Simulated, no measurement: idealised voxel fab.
Module name: voxel tone inversion (process module)
Displayed cross-section: cut, width of 140 nm, square cells sized 5 nm.
How to read a cross-section here: the picture is a grid of square cells, written as bands going from the top down, and any band can span one or more rows of cells.
Within each band entry, the heights of the top and of the bottom of the band appear first, in that order and in nm; the materials of the band then follow from left to right, each with its corresponding width in nm. The designation "all across" on a single material indicates that it fills the band from edge to edge; the designation "empty" indicates empty space.
It should be noted that heights are counted from 0, beneath which the wafer as supplied is of one material throughout, and that the lowest band possesses no lower boundary but continues downward, as written in "0..down".
Graded width ("30->40"): value in top row of band = first number; value in bottom row = second number; row-to-row change constant.
It should be understood that the words "nothing got changed", when stated for a given step, signify that the cross-section underwent no change in any of its cells during that step.
You'll see "Enclosed internal cavities" listing empty spaces that have no way open to the top, as long as they're 8 cells or more; the notation is width x height at distance, where the distance is from the left edge, and all of it is in nm.
Anything after a step's settings on that line? It's the simulator's own note about the step.
overlay nm: step with mask; distance mask lay right of planned place; negative value = left of planned place.

Set out below are the planned steps of the process:
1: RECEIVE | material Si
2: CONFORMAL_DEP | material SiCN | thk nm 5
3: DIRECTIONAL_DEP | material aC | thk nm 20
4: PATTERN | tone cover | mask id POSTS | material resist | width nm 25 | pitch nm 40 | thk nm 25 | overlay nm 0
5: DIRECTIONAL_ETCH | etch materials aC | depth nm 20
6: STRIP | etch materials resist
7: FILL_DEP | material lowk | thk nm 10
8: CMP | height nm 25
9: STRIP | etch materials aC

First of two wafers, with the run carried out as planned:

as received, after step 1:
> 0..down: Si all across
> Enclosed internal cavities: none

Sectional view: wafer, after step 2:
> 5..0: SiCN all across
> below 0: unchanged

Sectional view: wafer, after step 3:
> 25..5: aC all across
> below 5: unchanged

Sectional view: wafer, after step 4:
> 50..25: 15 empty  25 resist  15 empty  25 resist  15 empty  25 resist  20 empty
> below 25: unchanged

Sectional view: wafer, after step 5:
> 30..25: 15 empty  25 resist  15 empty  25 resist  15 empty  25 resist  20 empty
> 25..5: 15 empty  25 aC  15 empty  25 aC  15 empty  25 aC  20 empty
> below 5: unchanged

Sectional view: wafer, after step 6:
> 25..5: 15 empty  25 aC  15 empty  25 aC  15 empty  25 aC  20 empty
> below 5: unchanged

Sectional view: wafer, after step 7:
> 35..25: lowk all across
> 25..5: 15 lowk  25 aC  15 lowk  25 aC  15 lowk  25 aC  20 lowk
> below 5: unchanged

Sectional view: wafer, after step 8:
> 25..5: 15 lowk  25 aC  15 lowk  25 aC  15 lowk  25 aC  20 lowk
> below 5: unchanged

Sectional view: wafer, after step 9:
> 25..5: 15 lowk  25 empty  15 lowk  25 empty  15 lowk  25 empty  20 lowk
> below 5: unchanged

Second wafer. Start and plan as for the first. One mistake made in running. Agrees with the first up to and including step 6:

Cross-section, second wafer, at the end time the plan gives for step 7:
> 35..25: SiCN all across
> 25..5: 15 SiCN  25 aC  15 SiCN  25 aC  15 SiCN  25 aC  20 SiCN
> below 5: unchanged

Cross-section, second wafer, at the end time the plan gives for step 8:
> 25..5: 15 SiCN  25 aC  15 SiCN  25 aC  15 SiCN  25 aC  20 SiCN
> below 5: unchanged

Cross-section, second wafer, at the end time the plan gives for step 9:
> 25..5: 15 SiCN  25 empty  15 SiCN  25 empty  15 SiCN  25 empty  20 SiCN
> below 5: unchanged
The plan and the run diverged here: it should be noted that step 7 was executed with settings other than those planned, the operation and settings actually applied being FILL_DEP | material SiCN | thk nm 10
Cell-count delta at end, second wafer over first, by material: 52 more of SiCN | 52 fewer of lowk
